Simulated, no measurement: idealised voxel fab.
The document below concerns the process module designated voxel wiring stack.
The width of the displayed cross-section, cut, is 185 nm; its cells are square, with a size of 5 nm.
Think of the cross-section as a grid of square cells. We describe it in bands, top to bottom, and each band covers one or more rows of those cells.
Top, bottom (nm), then materials left to right with widths (nm); lone material tagged "everywhere" fills the whole band edge to edge; "blank" = empty space.
Basically, 0 is our baseline, since under it the wafer straight out of the box is all one material. The bottom band has no lower end and keeps on going down, so it looks like "0 -> down".
You'd read "30 to 40" like this: the band's top row of cells is as wide as the first number, its bottom row is as wide as the second, and going down, every row changes width by the same amount as the row before did.
Step note "identical to before" = no cross-section cell changed.
Enclosed voids (no open way to top), threshold 8 cells or more, entry "Closed void entries", notation width x height at distance, distance from left edge, nm.
Whatever follows a step's settings on its line is a remark the simulator itself makes about that step.
overlay nm: where the mask lay relative to plan, measured to the right, on steps with a mask; negatives go left.

## The planned process steps are enumerated hereunder
1 RECEIVE: material Si
2 CONFORMAL_DEP: material SiO2, thk nm 10
3 CONFORMAL_DEP: material SiCN, thk nm 5
4 DIRECTIONAL_DEP: material SiO2, thk nm 20
5 DIRECTIONAL_DEP: material aC, thk nm 15
6 PATTERN: tone open, mask id METAL_1, material resist, width nm 20, pitch nm 50, thk nm 35, overlay nm 0
7 DIRECTIONAL_ETCH: etch materials aC, depth nm 15
8 STRIP: etch materials resist
9 DIRECTIONAL_ETCH: etch materials SiO2, depth nm 20
10 DIRECTIONAL_ETCH: etch materials SiCN, depth nm 5
11 STRIP: etch materials aC
12 CONFORMAL_DEP: material TiN, thk nm 5
13 FILL_DEP: material Ru, thk nm 5
14 CMP: height nm 35
15 CONFORMAL_DEP: material SiCN, thk nm 5
16 DIRECTIONAL_DEP: material lowk, thk nm 35
17 PATTERN: tone open, mask id METAL_2, material resist, width nm 30, pitch nm 50, thk nm 20, overlay nm 0
18 DIRECTIONAL_ETCH: etch materials lowk, depth nm 20
19 STRIP: etch materials resist
20 PATTERN: tone open, mask id METAL_2_HOLES, material resist, width nm 15, pitch nm 50, thk nm 15, overlay nm 0
21 DIRECTIONAL_ETCH: etch materials lowk, depth nm 15
22 DIRECTIONAL_ETCH: etch materials SiCN, depth nm 5
23 STRIP: etch materials resist
24 CONFORMAL_DEP: material TiN, thk nm 5
25 FILL_DEP: material Cu, thk nm 5
26 CMP: height nm 75
27 CONFORMAL_DEP: material SiN, thk nm 5
Every wafer here starts from the same state; it is the step 6 width nm that distinguishes them, and the value the plan gives belongs to the first wafer.

## Cross-sectional view of the first of several wafers in the as-received condition, corresponding to the state following step 1
- 0 -> down: Si everywhere
- Closed void entries: none

## For your reference, the table is organized with a row per wafer; each row reflects the wafer at the end of the module, indicating for each material the cells gained (+) or lost (-) since receipt, and thereafter its closed voids
width nm 20; +32 Cu; +16 Ru; +60 SiCN; +37 SiN; +190 SiO2; +64 TiN; +193 lowk; Closed void entries: none
width nm 25; +32 Cu; +24 Ru; +58 SiCN; +37 SiN; +182 SiO2; +66 TiN; +193 lowk; Closed void entries: none
width nm 30; +32 Cu; +32 Ru; +56 SiCN; +37 SiN; +174 SiO2; +68 TiN; +193 lowk; Closed void entries: none
width nm 35; +32 Cu; +40 Ru; +54 SiCN; +37 SiN; +166 SiO2; +70 TiN; +193 lowk; Closed void entries: none
